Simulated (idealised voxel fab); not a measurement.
Documented hereafter: the process module known as voxel wiring stack.
Square cells of 5 nm make up the cross-section cut, whose width is 235 nm.
Reading order for cross-sections: top band down to bottom band. Underlying form: a grid of square cells. Band size: one or more rows of cells. Per band: top height and bottom height in nm, followed by the left-to-right materials and their widths in nm; "throughout" marks a single material spanning edge to edge, "empty" marks empty space. Height reference: 0 = level under which incoming wafer is all one material. Lowest band: no bottom, runs on downward, e.g. "from 0 down". Width "30 to 40": first value at the band's top row of cells, second value at its bottom row, equal change from row to row. "no modifications", as given for a step, is the statement that not any cell of the cross-section underwent a change during that step. In the "Closed internal voids" entry, you get each enclosed empty space of 8 cells or more, one with no open way to the top, written width x height at distance, distance from the left edge, in nm. That trailing text on a step's line, after the settings, is the simulator's own remark on the step. "overlay nm" answers the question of how far to the right of plan the mask lay on a step that has a mask, and when it is negative the answer is to the left.

BELOW IS THE LIST OF PLANNED PROCESS STEPS
1,RECEIVE (material Si)
2,CONFORMAL_DEP (material SiO2; thk nm 15)
3,DIRECTIONAL_DEP (material TiN; thk nm 5)
4,DIRECTIONAL_DEP (material W; thk nm 20)
5,DIRECTIONAL_DEP (material aC; thk nm 15)
6,PATTERN (tone cover; mask id METAL_1; material resist; width nm 30; pitch nm 60; thk nm 30; overlay nm 0)
7,DIRECTIONAL_ETCH (etch materials aC; depth nm 15)
8,STRIP (etch materials resist)
9,DIRECTIONAL_ETCH (etch materials W; depth nm 20)
10,DIRECTIONAL_ETCH (etch materials TiN; depth nm 5)
11,STRIP (etch materials aC)
12,CONFORMAL_DEP (material SiCN; thk nm 5)
13,FILL_DEP (material lowk; thk nm 10)
14,CMP (height nm 40)
15,CONFORMAL_DEP (material SiCN; thk nm 5)
16,DIRECTIONAL_DEP (material SiO2; thk nm 20)
17,MASKED_ETCH (tone open; mask id PLUG_1; width nm 15; pitch nm 120; etch materials SiO2; depth nm 20; overlay nm 0)
18,MASKED_ETCH (tone open; mask id PLUG_1; width nm 15; pitch nm 120; etch materials SiCN; depth nm 5; overlay nm 0)
19,CONFORMAL_DEP (material TiN; thk nm 5)
20,FILL_DEP (material W; thk nm 5)
21,CMP (height nm 65)
22,CONFORMAL_DEP (material SiCN; thk nm 5)
23,DIRECTIONAL_DEP (material SiO2; thk nm 15)
24,PATTERN (tone open; mask id METAL_2; material resist; width nm 30; pitch nm 60; thk nm 20; overlay nm 0)
25,DIRECTIONAL_ETCH (etch materials SiO2; depth nm 15)
26,DIRECTIONAL_ETCH (etch materials SiCN; depth nm 5)
27,STRIP (etch materials resist)
28,CONFORMAL_DEP (material TiN; thk nm 5)
29,FILL_DEP (material W; thk nm 5)
30,CMP (height nm 85)
31,CONFORMAL_DEP (material SiCN; thk nm 5)
32,DIRECTIONAL_DEP (material SiO2; thk nm 10)
33,MASKED_ETCH (tone open; mask id PLUG_2; width nm 15; pitch nm 60; etch materials SiO2; depth nm 10; overlay nm 0)
34,MASKED_ETCH (tone open; mask id PLUG_2; width nm 15; pitch nm 60; etch materials SiCN; depth nm 5; overlay nm 0)
35,CONFORMAL_DEP (material TiN; thk nm 5)
36,FILL_DEP (material W; thk nm 5)
37,CMP (height nm 100)
38,DIRECTIONAL_DEP (material TiN; thk nm 5)
39,DIRECTIONAL_DEP (material Ru; thk nm 25)
40,MASKED_ETCH (tone cover; mask id METAL_3; width nm 30; pitch nm 60; etch materials Ru; depth nm 25; overlay nm 0)
41,MASKED_ETCH (tone cover; mask id METAL_3; width nm 30; pitch nm 60; etch materials TiN; depth nm 5; overlay nm 0)
42,CONFORMAL_DEP (material SiN; thk nm 5)
43,FILL_DEP (material lowk; thk nm 5)
44,CMP (height nm 130)
45,CONFORMAL_DEP (material SiCN; thk nm 5)

WAFER CROSS-SECTION ON RECEIPT, I.E. AFTER STEP 1
* from 0 down  Si throughout
* Closed internal voids: none

CROSS-SECTIONAL VIEW OF THE FIRST OF THE TWO WAFERS UPON COMPLETION OF THE MODULE, PROCESSED IN ACCORDANCE WITH THE PLAN
* from 135 to 130  SiCN throughout
* from 130 to 105  lowk 35 / SiN 5 / Ru 30 / SiN 5 / lowk 20 / SiN 5 / Ru 30 / SiN 5 / lowk 20 / SiN 5 / Ru 30 / SiN 5 / lowk 40
* from 105 to 100  SiN 40 / TiN 30 / SiN 30 / TiN 30 / SiN 30 / TiN 30 / SiN 45
* from 100 to 90  SiO2 40 / TiN 5 / W 5 / TiN 5 / SiO2 45 / TiN 5 / W 5 / TiN 5 / SiO2 45 / TiN 5 / W 5 / TiN 5 / SiO2 60
* from 90 to 85  SiCN 40 / TiN 15 / SiCN 45 / TiN 15 / SiCN 45 / TiN 15 / SiCN 60
* from 85 to 70  SiO2 40 / TiN 5 / W 20 / TiN 5 / SiO2 30 / TiN 5 / W 20 / TiN 5 / SiO2 30 / TiN 5 / W 20 / TiN 5 / SiO2 45
* from 70 to 65  SiCN 40 / TiN 30 / SiCN 30 / TiN 30 / SiCN 30 / TiN 30 / SiCN 45
* from 65 to 45  SiO2 40 / TiN 5 / W 5 / TiN 5 / SiO2 105 / TiN 5 / W 5 / TiN 5 / SiO2 60
* from 45 to 40  SiCN 40 / TiN 15 / SiCN 105 / TiN 15 / SiCN 60
* from 40 to 20  lowk 35 / SiCN 5 / W 30 / SiCN 5 / lowk 20 / SiCN 5 / W 30 / SiCN 5 / lowk 20 / SiCN 5 / W 30 / SiCN 5 / lowk 40
* from 20 to 15  SiCN 40 / TiN 30 / SiCN 30 / TiN 30 / SiCN 30 / TiN 30 / SiCN 45
* from 15 to 0  SiO2 throughout
* from 0 down  Si throughout
* Closed internal voids: none

END-OF-MODULE CROSS-SECTION OF THE SECOND WAFER: IDENTICAL STARTING POINT AND PROCESS PLAN TO THE FIRST, WITH ONE PROCESSING MISTAKE
* from 135 to 130  SiCN throughout
* from 130 to 105  lowk 35 / SiN 5 / Ru 30 / SiN 5 / lowk 20 / SiN 5 / Ru 30 / SiN 5 / lowk 20 / SiN 5 / Ru 30 / SiN 5 / lowk 40
* from 105 to 100  SiN 40 / TiN 30 / SiN 30 / TiN 30 / SiN 30 / TiN 30 / SiN 45
* from 100 to 90  SiO2 40 / TiN 5 / W 5 / TiN 5 / SiO2 45 / TiN 5 / W 5 / TiN 5 / SiO2 45 / TiN 5 / W 5 / TiN 5 / SiO2 60
* from 90 to 85  SiCN 40 / TiN 15 / SiCN 45 / TiN 15 / SiCN 45 / TiN 15 / SiCN 60
* from 85 to 70  SiO2 40 / TiN 5 / W 20 / TiN 5 / SiO2 30 / TiN 5 / W 20 / TiN 5 / SiO2 30 / TiN 5 / W 20 / TiN 5 / SiO2 45
* from 70 to 65  SiCN 40 / TiN 30 / SiCN 30 / TiN 30 / SiCN 30 / TiN 30 / SiCN 45
* from 65 to 45  SiO2 40 / TiN 5 / W 5 / TiN 5 / SiO2 105 / TiN 5 / W 5 / TiN 5 / SiO2 60
* from 45 to 40  SiCN 40 / TiN 15 / SiCN 105 / TiN 15 / SiCN 60
* from 40 to 35  lowk 35 / SiCN 5 / W 30 / SiCN 5 / lowk 20 / SiCN 5 / W 30 / SiCN 5 / lowk 20 / SiCN 5 / W 30 / SiCN 5 / lowk 40
* from 35 to 30  SiCN 40 / TiN 30 / SiCN 30 / TiN 30 / SiCN 30 / TiN 30 / SiCN 45
* from 30 to 0  SiO2 throughout
* from 0 down  Si throughout
* Closed internal voids: none
Nonconformance to the process plan: regarding the plan, step 2 was run twice
End of process, cell counts, second wafer against first, materials with more or fewer: -18 SiCN; +141 SiO2; -54 W; -69 lowk
